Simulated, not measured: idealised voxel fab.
Herein follows the process module entitled voxel spacer lines.
Xsec cut, 250 nm wide, square cell size 5 nm.
Think of the cross-section as a grid of square cells. We describe it in bands, top to bottom, and each band covers one or more rows of those cells. The entry gives the band's vertical extent as a top height and a bottom height in nm, then its horizontal make-up as materials from left to right, each with a width in nm. "blank" stands for empty space; a single material marked "throughout" fills the band edge to edge. Heads up on the height convention: 0 is the point under which the incoming wafer is all one material, and the lowest band has no bottom, it just keeps going down, like "0 -> down". A two-number width, for instance "30 to 40", indicates that the width is equal to the first number in the top row of the band and to the second number in the bottom row, and that it changes by a constant amount per row of cells. "nothing changed" after a step means that no cell of the cross-section changed. So "Sealed voids" is basically the list of trapped voids: any empty space of 8 cells or more that can't reach the top through an opening. They're written width x height at distance, the distance being from the left edge, and it's all nm. On a step's line, text after the settings is the simulator commenting on that step. The optional step-line setting "overlay nm" applies to steps with a mask and quantifies how far to the right of its planned location the mask lay, a negative value indicating leftward placement.

## plan
1. RECEIVE: material Si
2. CONFORMAL_DEP: material SiO2, thk nm 10
3. DIRECTIONAL_DEP: material TiN, thk nm 15
4. DIRECTIONAL_DEP: material aC, thk nm 30
5. PATTERN: tone cover, mask id MANDREL, material resist, width nm 25, pitch nm 80, thk nm 35, overlay nm 0
6. DIRECTIONAL_ETCH: etch materials aC, depth nm 30
7. STRIP: etch materials resist
8. CONFORMAL_DEP: material SiN, thk nm 15
9. DIRECTIONAL_ETCH: etch materials SiN, depth nm 15
10. STRIP: etch materials aC
11. DIRECTIONAL_ETCH: etch materials TiN, depth nm 15
12. STRIP: etch materials SiN

## Cross-section of the wafer upon arrival, representing the state reached after step 1
* 0 -> down: Si throughout
* Sealed voids: none

## Cross-sectional result after module completion. Note: starting condition and plan are unchanged from above; one processing mistake was made
* 25 -> 10: 60 nm blank  15 nm TiN  20 nm blank  15 nm TiN  30 nm blank  15 nm TiN  20 nm blank  15 nm TiN  60 nm blank
* 10 -> 0: SiO2 throughout
* 0 -> down: Si throughout
* Sealed voids: none
It is concluded that the wafer was processed incorrectly with respect to the plan, in that it should be noted that step 5 was executed with settings other than those planned, the operation and settings actually applied being PATTERN: tone cover, mask id MANDREL, material resist, width nm 20, pitch nm 80, thk nm 35, overlay nm 0
